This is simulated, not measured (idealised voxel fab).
This is a process module. Its name is voxel wiring stack.
Shown is cross-section cut, with a width of 195 nm and square cells of size 5 nm.
If you're reading a cross-section in this doc, picture square cells in a grid; it comes to you as bands, top ones listed first down to the bottom, and a band can be one or more rows of cells.
Each band's line starts with the height of the band's top and of its bottom, in nm. Then come its materials from left to right, each with its width in nm. One material with "throughout" fills the band from edge to edge. "empty" is empty space.
Height 0 is the level under which the wafer as received is all one material. The lowest band goes on downwards, as in "0..down".
When a width is written as two numbers, as in "30 to 40", the first number is the width in the top row of cells of the band and the second is the width in its bottom row, and the width changes by the same amount from each row to the next.
Take "no modifications" at face value: in the step it is given for, the cross-section changed in none of its cells.
The list in "Enclosed void list" covers empty spaces of 8 cells or more that cannot reach the top through any open way, and it gives each as width x height at distance; the distance is from the left edge, and width, height and distance are in nm.
Post-settings text on a step line: simulator's own remark regarding the step.
Each step line may optionally specify "overlay nm", which for a step with a mask gives the rightward distance between the mask's planned place and where it lay, a negative value indicating the leftward direction.
The remainder of this document consists of a sequence of paired cross-sections. Each pair presents the cross-section prior to one process step together with the cross-section following it, the latter being rendered only as deep as the lowest band that underwent change. The intervening step, together with its settings, is stated beneath each pair. Because the pairs may originate from different runs of this module on the same starting wafer, a given pair is to be read as continuing from the preceding pair only where its entry headed "Snapshot before" so indicates.

-- Snapshot before
- 95..80 | 15 resist; 25 empty; 20 resist; 25 empty; 20 resist; 25 empty; 20 resist; 25 empty; 20 resist
- 80..65 | lowk throughout
- 65..60 | SiN throughout
- 60..50 | 15 SiO2; 15 Ru; 75 SiO2; 15 Ru; 75 SiO2
- 50..45 | 15 SiCN; 15 Ru; 75 SiCN; 15 Ru; 75 SiCN
- 45..35 | 15 lowk; 5 TiN; 15 Cu; 5 TiN; 20 lowk; 5 TiN; 15 Cu; 5 TiN; 20 lowk; 5 TiN; 15 Cu; 5 TiN; 20 lowk; 5 TiN; 15 Cu; 5 TiN; 20 lowk
- 35..30 | 15 SiN; 25 TiN; 20 SiN; 25 TiN; 20 SiN; 25 TiN; 20 SiN; 25 TiN; 20 SiN
- 30..0 | SiO2 throughout
- 0..down | Si throughout
- Enclosed void list: none

-- State After Step
- 95..80 | 15 resist; 25 empty; 20 resist; 25 empty; 20 resist; 25 empty; 20 resist; 25 empty; 20 resist
- 80..65 | 15 lowk; 25 empty; 20 lowk; 25 empty; 20 lowk; 25 empty; 20 lowk; 25 empty; 20 lowk
- At heights below 65, the structure remains unaltered.
- Enclosed void list: none
Looking at the two cross-sections above, the step in the middle is DIRECTIONAL_ETCH (etch materials lowk; depth nm 15)

Snapshot before: unchanged from the after cross-section in the pair immediately above; refer to that figure.

-- State After Step
- 95..80 | 15 resist; 25 empty; 20 resist; 25 empty; 20 resist; 25 empty; 20 resist; 25 empty; 20 resist
- 80..65 | 15 lowk; 25 empty; 20 lowk; 25 empty; 20 lowk; 25 empty; 20 lowk; 25 empty; 20 lowk
- 65..60 | 15 SiN; 25 empty; 20 SiN; 25 empty; 20 SiN; 25 empty; 20 SiN; 25 empty; 20 SiN
- At heights below 60, the structure remains unaltered.
- Enclosed void list: none
Looking at the two cross-sections above, the step in the middle is DIRECTIONAL_ETCH (etch materials SiN; depth nm 5)

Snapshot before: unchanged from the after cross-section in the pair immediately above; refer to that figure.

-- State After Step
- 80..65 | 15 lowk; 25 empty; 20 lowk; 25 empty; 20 lowk; 25 empty; 20 lowk; 25 empty; 20 lowk
- At heights below 65, the structure remains unaltered.
- Enclosed void list: none
Looking at the two cross-sections above, the step in the middle is STRIP (etch materials resist)

Snapshot before: unchanged from the after cross-section in the pair immediately above; refer to that figure.

-- State After Step
- 85..80 | 20 TiN; 15 empty; 30 TiN; 15 empty; 30 TiN; 15 empty; 30 TiN; 15 empty; 25 TiN
- 80..65 | 15 lowk; 5 TiN; 15 empty; 5 TiN; 20 lowk; 5 TiN; 15 empty; 5 TiN; 20 lowk; 5 TiN; 15 empty; 5 TiN; 20 lowk; 5 TiN; 15 empty; 5 TiN; 20 lowk
- 65..60 | 15 SiN; 25 TiN; 20 SiN; 25 TiN; 20 SiN; 25 TiN; 20 SiN; 25 TiN; 20 SiN
- At heights below 60, the structure remains unaltered.
- Enclosed void list: none
Looking at the two cross-sections above, the step in the middle is CONFORMAL_DEP (material TiN; thk nm 5)

Snapshot before: unchanged from the after cross-section in the pair immediately above; refer to that figure.

-- State After Step
- 90..85 | Cu throughout
- 85..80 | 20 TiN; 15 Cu; 30 TiN; 15 Cu; 30 TiN; 15 Cu; 30 TiN; 15 Cu; 25 TiN
- 80..65 | 15 lowk; 5 TiN; 15 Cu; 5 TiN; 20 lowk; 5 TiN; 15 Cu; 5 TiN; 20 lowk; 5 TiN; 15 Cu; 5 TiN; 20 lowk; 5 TiN; 15 Cu; 5 TiN; 20 lowk
- At heights below 65, the structure remains unaltered.
- Enclosed void list: none
Looking at the two cross-sections above, the step in the middle is FILL_DEP (material Cu; thk nm 5)

Snapshot before: unchanged from the after cross-section in the pair immediately above; refer to that figure.

-- State After Step
- 80..65 | 15 lowk; 5 TiN; 15 Cu; 5 TiN; 20 lowk; 5 TiN; 15 Cu; 5 TiN; 20 lowk; 5 TiN; 15 Cu; 5 TiN; 20 lowk; 5 TiN; 15 Cu; 5 TiN; 20 lowk
- At heights below 65, the structure remains unaltered.
- Enclosed void list: none
Looking at the two cross-sections above, the step in the middle is CMP (height nm 80)

Snapshot before: unchanged from the after cross-section in the pair immediately above; refer to that figure.

-- State After Step
- 85..80 | SiCN throughout
- At heights below 80, the structure remains unaltered.
- Enclosed void list: none
Looking at the two cross-sections above, the step in the middle is CONFORMAL_DEP (material SiCN; thk nm 5)

-- Snapshot before
- 0..down | Si throughout
- Enclosed void list: none

-- State After Step
- 5..0 | SiN throughout
- At heights below 0, the structure remains unaltered.
- Enclosed void list: none
Looking at the two cross-sections above, the step in the middle is CONFORMAL_DEP (material SiN; thk nm 5)

Snapshot before: unchanged from the after cross-section in the pair immediately above; refer to that figure.

-- State After Step
- 20..5 | SiO2 throughout
- At heights below 5, the structure remains unaltered.
- Enclosed void list: none
Looking at the two cross-sections above, the step in the middle is CONFORMAL_DEP (material SiO2; thk nm 15)

Snapshot before: unchanged from the after cross-section in the pair immediately above; refer to that figure.

-- State After Step
- 45..20 | lowk throughout
- At heights below 20, the structure remains unaltered.
- Enclosed void list: none
Looking at the two cross-sections above, the step in the middle is DIRECTIONAL_DEP (material lowk; thk nm 25)

Snapshot before: unchanged from the after cross-section in the pair immediately above; refer to that figure.

-- State After Step
- 65..45 | 15 resist; 25 empty; 20 resist; 25 empty; 20 resist; 25 empty; 20 resist; 25 empty; 20 resist
- At heights below 45, the structure remains unaltered.
- Enclosed void list: none
Looking at the two cross-sections above, the step in the middle is PATTERN (tone open; mask id METAL_1; material resist; width nm 25; pitch nm 45; thk nm 20; overlay nm 0)

Snapshot before: unchanged from the after cross-section in the pair immediately above; refer to that figure.

-- State After Step
- 65..45 | 15 resist; 25 empty; 20 resist; 25 empty; 20 resist; 25 empty; 20 resist; 25 empty; 20 resist
- 45..20 | 15 lowk; 25 empty; 20 lowk; 25 empty; 20 lowk; 25 empty; 20 lowk; 25 empty; 20 lowk
- At heights below 20, the structure remains unaltered.
- Enclosed void list: none
Looking at the two cross-sections above, the step in the middle is DIRECTIONAL_ETCH (etch materials lowk; depth nm 25)

Snapshot before: unchanged from the after cross-section in the pair immediately above; refer to that figure.

-- State After Step
- 45..20 | 15 lowk; 25 empty; 20 lowk; 25 empty; 20 lowk; 25 empty; 20 lowk; 25 empty; 20 lowk
- At heights below 20, the structure remains unaltered.
- Enclosed void list: none
Looking at the two cross-sections above, the step in the middle is STRIP (etch materials resist)

Snapshot before: unchanged from the after cross-section in the pair immediately above; refer to that figure.

-- State After Step
- 50..45 | 20 TiN; 15 empty; 30 TiN; 15 empty; 30 TiN; 15 empty; 30 TiN; 15 empty; 25 TiN
- 45..25 | 15 lowk; 5 TiN; 15 empty; 5 TiN; 20 lowk; 5 TiN; 15 empty; 5 TiN; 20 lowk; 5 TiN; 15 empty; 5 TiN; 20 lowk; 5 TiN; 15 empty; 5 TiN; 20 lowk
- 25..20 | 15 lowk; 25 TiN; 20 lowk; 25 TiN; 20 lowk; 25 TiN; 20 lowk; 25 TiN; 20 lowk
- At heights below 20, the structure remains unaltered.
- Enclosed void list: none
Looking at the two cross-sections above, the step in the middle is CONFORMAL_DEP (material TiN; thk nm 5)

Snapshot before: unchanged from the after cross-section in the pair immediately above; refer to that figure.

-- State After Step
- 55..50 | Cu throughout
- 50..45 | 20 TiN; 15 Cu; 30 TiN; 15 Cu; 30 TiN; 15 Cu; 30 TiN; 15 Cu; 25 TiN
- 45..25 | 15 lowk; 5 TiN; 15 Cu; 5 TiN; 20 lowk; 5 TiN; 15 Cu; 5 TiN; 20 lowk; 5 TiN; 15 Cu; 5 TiN; 20 lowk; 5 TiN; 15 Cu; 5 TiN; 20 lowk
- At heights below 25, the structure remains unaltered.
- Enclosed void list: none
Looking at the two cross-sections above, the step in the middle is FILL_DEP (material Cu; thk nm 5)

Snapshot before: unchanged from the after cross-section in the pair immediately above; refer to that figure.

-- State After Step
- 45..25 | 15 lowk; 5 TiN; 15 Cu; 5 TiN; 20 lowk; 5 TiN; 15 Cu; 5 TiN; 20 lowk; 5 TiN; 15 Cu; 5 TiN; 20 lowk; 5 TiN; 15 Cu; 5 TiN; 20 lowk
- At heights below 25, the structure remains unaltered.
- Enclosed void list: none
Looking at the two cross-sections above, the step in the middle is CMP (height nm 45)

Snapshot before: unchanged from the after cross-section in the pair immediately above; refer to that figure.

-- State After Step
- 50..45 | SiCN throughout
- At heights below 45, the structure remains unaltered.
- Enclosed void list: none
Looking at the two cross-sections above, the step in the middle is CONFORMAL_DEP (material SiCN; thk nm 5)

Snapshot before: unchanged from the after cross-section in the pair immediately above; refer to that figure.

-- State After Step
- 60..50 | SiO2 throughout
- At heights below 50, the structure remains unaltered.
- Enclosed void list: none
Looking at the two cross-sections above, the step in the middle is DIRECTIONAL_DEP (material SiO2; thk nm 10)

Snapshot before: unchanged from the after cross-section in the pair immediately above; refer to that figure.

-- State After Step
- 60..50 | 15 SiO2; 15 empty; 75 SiO2; 15 empty; 75 SiO2
- At heights below 50, the structure remains unaltered.
- Enclosed void list: none
Looking at the two cross-sections above, the step in the middle is MASKED_ETCH (tone open; mask id PLUG_1; width nm 15; pitch nm 90; etch materials SiO2; depth nm 10; overlay nm 0)

Snapshot before: unchanged from the after cross-section in the pair immediately above; refer to that figure.

-- State After Step
- 60..50 | 15 SiO2; 15 empty; 75 SiO2; 15 empty; 75 SiO2
- 50..45 | 15 SiCN; 15 empty; 75 SiCN; 15 empty; 75 SiCN
- At heights below 45, the structure remains unaltered.
- Enclosed void list: none
Looking at the two cross-sections above, the step in the middle is MASKED_ETCH (tone open; mask id PLUG_1; width nm 15; pitch nm 90; etch materials SiCN; depth nm 5; overlay nm 0)

Snapshot before: unchanged from the after cross-section in the pair immediately above; refer to that figure.

-- State After Step
- 60..55 | 15 SiO2; 15 empty; 75 SiO2; 15 empty; 75 SiO2
- 55..50 | 15 SiO2; 15 Ru; 75 SiO2; 15 Ru; 75 SiO2
- 50..45 | 15 SiCN; 15 Ru; 75 SiCN; 15 Ru; 75 SiCN
- At heights below 45, the structure remains unaltered.
- Enclosed void list: none
Looking at the two cross-sections above, the step in the middle is EPI (material Ru; thk nm 10)

Snapshot before: unchanged from the after cross-section in the pair immediately above; refer to that figure.

-- State After Step
- 60..50 | 15 SiO2; 15 Ru; 75 SiO2; 15 Ru; 75 SiO2
- At heights below 50, the structure remains unaltered.
- Enclosed void list: none
Looking at the two cross-sections above, the step in the middle is EPI (material Ru; thk nm 5)

Snapshot before: unchanged from the after cross-section in the pair immediately above; refer to that figure.

-- State After Step
- 65..60 | SiN throughout
- At heights below 60, the structure remains unaltered.
- Enclosed void list: none
Looking at the two cross-sections above, the step in the middle is CONFORMAL_DEP (material SiN; thk nm 5)

Snapshot before: unchanged from the after cross-section in the pair immediately above; refer to that figure.

-- State After Step
- 80..65 | lowk throughout
- At heights below 65, the structure remains unaltered.
- Enclosed void list: none
Looking at the two cross-sections above, the step in the middle is DIRECTIONAL_DEP (material lowk; thk nm 15)

Snapshot before: unchanged from the after cross-section in the pair immediately above; refer to that figure.

-- State After Step
- 95..80 | 15 resist; 25 empty; 20 resist; 25 empty; 20 resist; 25 empty; 20 resist; 25 empty; 20 resist
- At heights below 80, the structure remains unaltered.
- Enclosed void list: none
Looking at the two cross-sections above, the step in the middle is PATTERN (tone open; mask id METAL_2; material resist; width nm 25; pitch nm 45; thk nm 15; overlay nm 0)

Snapshot before: unchanged from the after cross-section in the pair immediately above; refer to that figure.

-- State After Step
- 95..80 | 15 resist; 25 empty; 20 resist; 25 empty; 20 resist; 25 empty; 20 resist; 25 empty; 20 resist
- 80..65 | 15 lowk; 25 empty; 20 lowk; 25 empty; 20 lowk; 25 empty; 20 lowk; 25 empty; 20 lowk
- At heights below 65, the structure remains unaltered.
- Enclosed void list: none
Looking at the two cross-sections above, the step in the middle is DIRECTIONAL_ETCH (etch materials lowk; depth nm 15)

Snapshot before: unchanged from the after cross-section in the pair immediately above; refer to that figure.

-- State After Step
- 95..80 | 15 resist; 25 empty; 20 resist; 25 empty; 20 resist; 25 empty; 20 resist; 25 empty; 20 resist
- 80..65 | 15 lowk; 25 empty; 20 lowk; 25 empty; 20 lowk; 25 empty; 20 lowk; 25 empty; 20 lowk
- 65..60 | 15 SiN; 25 empty; 20 SiN; 25 empty; 20 SiN; 25 empty; 20 SiN; 25 empty; 20 SiN
- At heights below 60, the structure remains unaltered.
- Enclosed void list: none
Looking at the two cross-sections above, the step in the middle is DIRECTIONAL_ETCH (etch materials SiN; depth nm 5)

Snapshot before: unchanged from the after cross-section in the pair immediately above; refer to that figure.

-- State After Step
- 80..65 | 15 lowk; 25 empty; 20 lowk; 25 empty; 20 lowk; 25 empty; 20 lowk; 25 empty; 20 lowk
- At heights below 65, the structure remains unaltered.
- Enclosed void list: none
Looking at the two cross-sections above, the step in the middle is STRIP (etch materials resist)

Snapshot before: unchanged from the after cross-section in the pair immediately above; refer to that figure.

-- State After Step
- 85..80 | 20 TiN; 15 empty; 30 TiN; 15 empty; 30 TiN; 15 empty; 30 TiN; 15 empty; 25 TiN
- 80..65 | 15 lowk; 5 TiN; 15 empty; 5 TiN; 20 lowk; 5 TiN; 15 empty; 5 TiN; 20 lowk; 5 TiN; 15 empty; 5 TiN; 20 lowk; 5 TiN; 15 empty; 5 TiN; 20 lowk
- 65..60 | 15 SiN; 25 TiN; 20 SiN; 25 TiN; 20 SiN; 25 TiN; 20 SiN; 25 TiN; 20 SiN
- At heights below 60, the structure remains unaltered.
- Enclosed void list: none
Looking at the two cross-sections above, the step in the middle is CONFORMAL_DEP (material TiN; thk nm 5)

Snapshot before: unchanged from the after cross-section in the pair immediately above; refer to that figure.

-- State After Step
- 90..85 | Cu throughout
- 85..80 | 20 TiN; 15 Cu; 30 TiN; 15 Cu; 30 TiN; 15 Cu; 30 TiN; 15 Cu; 25 TiN
- 80..65 | 15 lowk; 5 TiN; 15 Cu; 5 TiN; 20 lowk; 5 TiN; 15 Cu; 5 TiN; 20 lowk; 5 TiN; 15 Cu; 5 TiN; 20 lowk; 5 TiN; 15 Cu; 5 TiN; 20 lowk
- At heights below 65, the structure remains unaltered.
- Enclosed void list: none
Looking at the two cross-sections above, the step in the middle is FILL_DEP (material Cu; thk nm 5)

Snapshot before: unchanged from the after cross-section in the pair immediately above; refer to that figure.

-- State After Step
- 80..65 | 15 lowk; 5 TiN; 15 Cu; 5 TiN; 20 lowk; 5 TiN; 15 Cu; 5 TiN; 20 lowk; 5 TiN; 15 Cu; 5 TiN; 20 lowk; 5 TiN; 15 Cu; 5 TiN; 20 lowk
- At heights below 65, the structure remains unaltered.
- Enclosed void list: none
Looking at the two cross-sections above, the step in the middle is CMP (height nm 80)

Snapshot before: unchanged from the after cross-section in the pair immediately above; refer to that figure.

-- State After Step
- 85..80 | SiCN throughout
- At heights below 80, the structure remains unaltered.
- Enclosed void list: none
Looking at the two cross-sections above, the step in the middle is CONFORMAL_DEP (material SiCN; thk nm 5)

-- Snapshot before
- 90..85 | Cu throughout
- 85..80 | 20 TiN; 15 Cu; 30 TiN; 15 Cu; 30 TiN; 15 Cu; 30 TiN; 15 Cu; 25 TiN
- 80..65 | 15 lowk; 5 TiN; 15 Cu; 5 TiN; 20 lowk; 5 TiN; 15 Cu; 5 TiN; 20 lowk; 5 TiN; 15 Cu; 5 TiN; 20 lowk; 5 TiN; 15 Cu; 5 TiN; 20 lowk
- 65..60 | 15 SiN; 25 TiN; 20 SiN; 25 TiN; 20 SiN; 25 TiN; 20 SiN; 25 TiN; 20 SiN
- 60..50 | 15 SiO2; 15 Ru; 75 SiO2; 15 Ru; 75 SiO2
- 50..45 | 15 SiCN; 15 Ru; 75 SiCN; 15 Ru; 75 SiCN
- 45..20 | 15 lowk; 5 TiN; 15 Cu; 5 TiN; 20 lowk; 5 TiN; 15 Cu; 5 TiN; 20 lowk; 5 TiN; 15 Cu; 5 TiN; 20 lowk; 5 TiN; 15 Cu; 5 TiN; 20 lowk
- 20..15 | 15 SiN; 25 TiN; 20 SiN; 25 TiN; 20 SiN; 25 TiN; 20 SiN; 25 TiN; 20 SiN
- 15..0 | SiO2 throughout
- 0..down | Si throughout
- Enclosed void list: none

-- State After Step
- 70..65 | 15 lowk; 5 TiN; 15 Cu; 5 TiN; 20 lowk; 5 TiN; 15 Cu; 5 TiN; 20 lowk; 5 TiN; 15 Cu; 5 TiN; 20 lowk; 5 TiN; 15 Cu; 5 TiN; 20 lowk
- At heights below 65, the structure remains unaltered.
- Enclosed void list: none
Looking at the two cross-sections above, the step in the middle is CMP (height nm 70)

Snapshot before: unchanged from the after cross-section in the pair immediately above; refer to that figure.

-- State After Step
- 75..70 | SiCN throughout
- At heights below 70, the structure remains unaltered.
- Enclosed void list: none
Looking at the two cross-sections above, the step in the middle is CONFORMAL_DEP (material SiCN; thk nm 5)

-- Snapshot before
- 45..20 | lowk throughout
- 20..15 | SiN throughout
- 15..0 | SiO2 throughout
- 0..down | Si throughout
- Enclosed void list: none

-- State After Step
- 65..45 | 20 resist; 15 empty; 30 resist; 15 empty; 30 resist; 15 empty; 30 resist; 15 empty; 25 resist
- At heights below 45, the structure remains unaltered.
- Enclosed void list: none
Looking at the two cross-sections above, the step in the middle is PATTERN (tone open; mask id METAL_1; material resist; width nm 15; pitch nm 45; thk nm 20; overlay nm 0)

Snapshot before: unchanged from the after cross-section in the pair immediately above; refer to that figure.

-- State After Step
- 65..45 | 20 resist; 15 empty; 30 resist; 15 empty; 30 resist; 15 empty; 30 resist; 15 empty; 25 resist
- 45..20 | 20 lowk; 15 empty; 30 lowk; 15 empty; 30 lowk; 15 empty; 30 lowk; 15 empty; 25 lowk
- At heights below 20, the structure remains unaltered.
- Enclosed void list: none
Looking at the two cross-sections above, the step in the middle is DIRECTIONAL_ETCH (etch materials lowk; depth nm 25)

Snapshot before: unchanged from the after cross-section in the pair immediately above; refer to that figure.

-- State After Step
- 65..45 | 20 resist; 15 empty; 30 resist; 15 empty; 30 resist; 15 empty; 30 resist; 15 empty; 25 resist
- 45..20 | 20 lowk; 15 empty; 30 lowk; 15 empty; 30 lowk; 15 empty; 30 lowk; 15 empty; 25 lowk
- 20..15 | 20 SiN; 15 empty; 30 SiN; 15 empty; 30 SiN; 15 empty; 30 SiN; 15 empty; 25 SiN
- At heights below 15, the structure remains unaltered.
- Enclosed void list: none
Looking at the two cross-sections above, the step in the middle is DIRECTIONAL_ETCH (etch materials SiN; depth nm 5)

Snapshot before: unchanged from the after cross-section in the pair immediately above; refer to that figure.

-- State After Step
- 45..20 | 20 lowk; 15 empty; 30 lowk; 15 empty; 30 lowk; 15 empty; 30 lowk; 15 empty; 25 lowk
- At heights below 20, the structure remains unaltered.
- Enclosed void list: none
Looking at the two cross-sections above, the step in the middle is STRIP (etch materials resist)

Snapshot before: unchanged from the after cross-section in the pair immediately above; refer to that figure.

-- State After Step
- 50..45 | 25 TiN; 5 empty; 40 TiN; 5 empty; 40 TiN; 5 empty; 40 TiN; 5 empty; 30 TiN
- 45..20 | 20 lowk; 5 TiN; 5 empty; 5 TiN; 30 lowk; 5 TiN; 5 empty; 5 TiN; 30 lowk; 5 TiN; 5 empty; 5 TiN; 30 lowk; 5 TiN; 5 empty; 5 TiN; 25 lowk
- 20..15 | 20 SiN; 15 TiN; 30 SiN; 15 TiN; 30 SiN; 15 TiN; 30 SiN; 15 TiN; 25 SiN
- At heights below 15, the structure remains unaltered.
- Enclosed void list: none
Looking at the two cross-sections above, the step in the middle is CONFORMAL_DEP (material TiN; thk nm 5)

Snapshot before: unchanged from the after cross-section in the pair immediately above; refer to that figure.

-- State After Step
- 55..50 | Cu throughout
- 50..45 | 25 TiN; 5 Cu; 40 TiN; 5 Cu; 40 TiN; 5 Cu; 40 TiN; 5 Cu; 30 TiN
- 45..20 | 20 lowk; 5 TiN; 5 Cu; 5 TiN; 30 lowk; 5 TiN; 5 Cu; 5 TiN; 30 lowk; 5 TiN; 5 Cu; 5 TiN; 30 lowk; 5 TiN; 5 Cu; 5 TiN; 25 lowk
- At heights below 20, the structure remains unaltered.
- Enclosed void list: none
Looking at the two cross-sections above, the step in the middle is FILL_DEP (material Cu; thk nm 5)

Snapshot before: unchanged from the after cross-section in the pair immediately above; refer to that figure.

-- State After Step
- 45..20 | 20 lowk; 5 TiN; 5 Cu; 5 TiN; 30 lowk; 5 TiN; 5 Cu; 5 TiN; 30 lowk; 5 TiN; 5 Cu; 5 TiN; 30 lowk; 5 TiN; 5 Cu; 5 TiN; 25 lowk
- At heights below 20, the structure remains unaltered.
- Enclosed void list: none
Looking at the two cross-sections above, the step in the middle is CMP (height nm 45)

Snapshot before: unchanged from the after cross-section in the pair immediately above; refer to that figure.

-- State After Step
- 50..45 | SiCN throughout
- At heights below 45, the structure remains unaltered.
- Enclosed void list: none
Looking at the two cross-sections above, the step in the middle is CONFORMAL_DEP (material SiCN; thk nm 5)

Snapshot before: unchanged from the after cross-section in the pair immediately above; refer to that figure.

-- State After Step
- 60..50 | SiO2 throughout
- At heights below 50, the structure remains unaltered.
- Enclosed void list: none
Looking at the two cross-sections above, the step in the middle is DIRECTIONAL_DEP (material SiO2; thk nm 10)

Snapshot before: unchanged from the after cross-section in the pair immediately above; refer to that figure.

-- State After Step
- 60..50 | 15 SiO2; 15 empty; 75 SiO2; 15 empty; 75 SiO2
- At heights below 50, the structure remains unaltered.
- Enclosed void list: none
Looking at the two cross-sections above, the step in the middle is MASKED_ETCH (tone open; mask id PLUG_1; width nm 15; pitch nm 90; etch materials SiO2; depth nm 10; overlay nm 0)

Snapshot before: unchanged from the after cross-section in the pair immediately above; refer to that figure.

-- State After Step
- 60..50 | 15 SiO2; 15 empty; 75 SiO2; 15 empty; 75 SiO2
- 50..45 | 15 SiCN; 15 empty; 75 SiCN; 15 empty; 75 SiCN
- At heights below 45, the structure remains unaltered.
- Enclosed void list: none
Looking at the two cross-sections above, the step in the middle is MASKED_ETCH (tone open; mask id PLUG_1; width nm 15; pitch nm 90; etch materials SiCN; depth nm 5; overlay nm 0)

Snapshot before: unchanged from the after cross-section in the pair immediately above; refer to that figure.

-- State After Step
- 60..55 | 15 SiO2; 15 empty; 75 SiO2; 15 empty; 75 SiO2
- 55..50 | 15 SiO2; 15 Ru; 75 SiO2; 15 Ru; 75 SiO2
- 50..45 | 15 SiCN; 15 Ru; 75 SiCN; 15 Ru; 75 SiCN
- At heights below 45, the structure remains unaltered.
- Enclosed void list: none
Looking at the two cross-sections above, the step in the middle is EPI (material Ru; thk nm 10)

Snapshot before: unchanged from the after cross-section in the pair immediately above; refer to that figure.

-- State After Step
- 60..50 | 15 SiO2; 15 Ru; 75 SiO2; 15 Ru; 75 SiO2
- At heights below 50, the structure remains unaltered.
- Enclosed void list: none
Looking at the two cross-sections above, the step in the middle is EPI (material Ru; thk nm 5)

Snapshot before: unchanged from the after cross-section in the pair immediately above; refer to that figure.

-- State After Step
- 65..60 | SiN throughout
- At heights below 60, the structure remains unaltered.
- Enclosed void list: none
Looking at the two cross-sections above, the step in the middle is CONFORMAL_DEP (material SiN; thk nm 5)

Snapshot before: unchanged from the after cross-section in the pair immediately above; refer to that figure.

-- State After Step
- 80..65 | lowk throughout
- At heights below 65, the structure remains unaltered.
- Enclosed void list: none
Looking at the two cross-sections above, the step in the middle is DIRECTIONAL_DEP (material lowk; thk nm 15)

Snapshot before: unchanged from the after cross-section in the pair immediately above; refer to that figure.

-- State After Step
- 95..80 | 15 resist; 25 empty; 20 resist; 25 empty; 20 resist; 25 empty; 20 resist; 25 empty; 20 resist
- At heights below 80, the structure remains unaltered.
- Enclosed void list: none
Looking at the two cross-sections above, the step in the middle is PATTERN (tone open; mask id METAL_2; material resist; width nm 25; pitch nm 45; thk nm 15; overlay nm 0)

Snapshot before: unchanged from the after cross-section in the pair immediately above; refer to that figure.

-- State After Step
- 95..80 | 15 resist; 25 empty; 20 resist; 25 empty; 20 resist; 25 empty; 20 resist; 25 empty; 20 resist
- 80..65 | 15 lowk; 25 empty; 20 lowk; 25 empty; 20 lowk; 25 empty; 20 lowk; 25 empty; 20 lowk
- At heights below 65, the structure remains unaltered.
- Enclosed void list: none
Looking at the two cross-sections above, the step in the middle is DIRECTIONAL_ETCH (etch materials lowk; depth nm 15)

Snapshot before: unchanged from the after cross-section in the pair immediately above; refer to that figure.

-- State After Step
- 95..80 | 15 resist; 25 empty; 20 resist; 25 empty; 20 resist; 25 empty; 20 resist; 25 empty; 20 resist
- 80..65 | 15 lowk; 25 empty; 20 lowk; 25 empty; 20 lowk; 25 empty; 20 lowk; 25 empty; 20 lowk
- 65..60 | 15 SiN; 25 empty; 20 SiN; 25 empty; 20 SiN; 25 empty; 20 SiN; 25 empty; 20 SiN
- At heights below 60, the structure remains unaltered.
- Enclosed void list: none
Looking at the two cross-sections above, the step in the middle is DIRECTIONAL_ETCH (etch materials SiN; depth nm 5)

Snapshot before: unchanged from the after cross-section in the pair immediately above; refer to that figure.

-- State After Step
- 80..65 | 15 lowk; 25 empty; 20 lowk; 25 empty; 20 lowk; 25 empty; 20 lowk; 25 empty; 20 lowk
- At heights below 65, the structure remains unaltered.
- Enclosed void list: none
Looking at the two cross-sections above, the step in the middle is STRIP (etch materials resist)

Snapshot before: unchanged from the after cross-section in the pair immediately above; refer to that figure.

-- State After Step
- 85..80 | 20 TiN; 15 empty; 30 TiN; 15 empty; 30 TiN; 15 empty; 30 TiN; 15 empty; 25 TiN
- 80..65 | 15 lowk; 5 TiN; 15 empty; 5 TiN; 20 lowk; 5 TiN; 15 empty; 5 TiN; 20 lowk; 5 TiN; 15 empty; 5 TiN; 20 lowk; 5 TiN; 15 empty; 5 TiN; 20 lowk
- 65..60 | 15 SiN; 25 TiN; 20 SiN; 25 TiN; 20 SiN; 25 TiN; 20 SiN; 25 TiN; 20 SiN
- At heights below 60, the structure remains unaltered.
- Enclosed void list: none
Looking at the two cross-sections above, the step in the middle is CONFORMAL_DEP (material TiN; thk nm 5)

Snapshot before: unchanged from the after cross-section in the pair immediately above; refer to that figure.

-- State After Step
- 90..85 | Cu throughout
- 85..80 | 20 TiN; 15 Cu; 30 TiN; 15 Cu; 30 TiN; 15 Cu; 30 TiN; 15 Cu; 25 TiN
- 80..65 | 15 lowk; 5 TiN; 15 Cu; 5 TiN; 20 lowk; 5 TiN; 15 Cu; 5 TiN; 20 lowk; 5 TiN; 15 Cu; 5 TiN; 20 lowk; 5 TiN; 15 Cu; 5 TiN; 20 lowk
- At heights below 65, the structure remains unaltered.
- Enclosed void list: none
Looking at the two cross-sections above, the step in the middle is FILL_DEP (material Cu; thk nm 5)

Snapshot before: unchanged from the after cross-section in the pair immediately above; refer to that figure.

-- State After Step
- 80..65 | 15 lowk; 5 TiN; 15 Cu; 5 TiN; 20 lowk; 5 TiN; 15 Cu; 5 TiN; 20 lowk; 5 TiN; 15 Cu; 5 TiN; 20 lowk; 5 TiN; 15 Cu; 5 TiN; 20 lowk
- At heights below 65, the structure remains unaltered.
- Enclosed void list: none
Looking at the two cross-sections above, the step in the middle is CMP (height nm 80)

Snapshot before: unchanged from the after cross-section in the pair immediately above; refer to that figure.

-- State After Step
- 85..80 | SiCN throughout
- At heights below 80, the structure remains unaltered.
- Enclosed void list: none
Looking at the two cross-sections above, the step in the middle is CONFORMAL_DEP (material SiCN; thk nm 5)

-- Snapshot before
- 60..50 | 15 SiO2; 15 empty; 75 SiO2; 15 empty; 75 SiO2
- 50..45 | SiCN throughout
- 45..20 | 15 lowk; 5 TiN; 15 Cu; 5 TiN; 20 lowk; 5 TiN; 15 Cu; 5 TiN; 20 lowk; 5 TiN; 15 Cu; 5 TiN; 20 lowk; 5 TiN; 15 Cu; 5 TiN; 20 lowk
- 20..15 | 15 SiN; 25 TiN; 20 SiN; 25 TiN; 20 SiN; 25 TiN; 20 SiN; 25 TiN; 20 SiN
- 15..0 | SiO2 throughout
- 0..down | Si throughout
- Enclosed void list: none

-- State After Step
- 60..50 | 15 SiO2; 15 empty; 75 SiO2; 15 empty; 75 SiO2
- 50..45 | 20 SiCN; 10 empty; 80 SiCN; 10 empty; 75 SiCN
- At heights below 45, the structure remains unaltered.
- Enclosed void list: none
Looking at the two cross-sections above, the step in the middle is MASKED_ETCH (tone open; mask id PLUG_1; width nm 15; pitch nm 90; etch materials SiCN; depth nm 5; overlay nm 5)

Snapshot before: unchanged from the after cross-section in the pair immediately above; refer to that figure.

-- State After Step
- 60..55 | 15 SiO2; 15 empty; 75 SiO2; 15 empty; 75 SiO2
- 55..50 | 15 SiO2; 15 Ru; 75 SiO2; 15 Ru; 75 SiO2
- 50..45 | 20 SiCN; 10 Ru; 80 SiCN; 10 Ru; 75 SiCN
- At heights below 45, the structure remains unaltered.
- Enclosed void list: none
Looking at the two cross-sections above, the step in the middle is EPI (material Ru; thk nm 10)
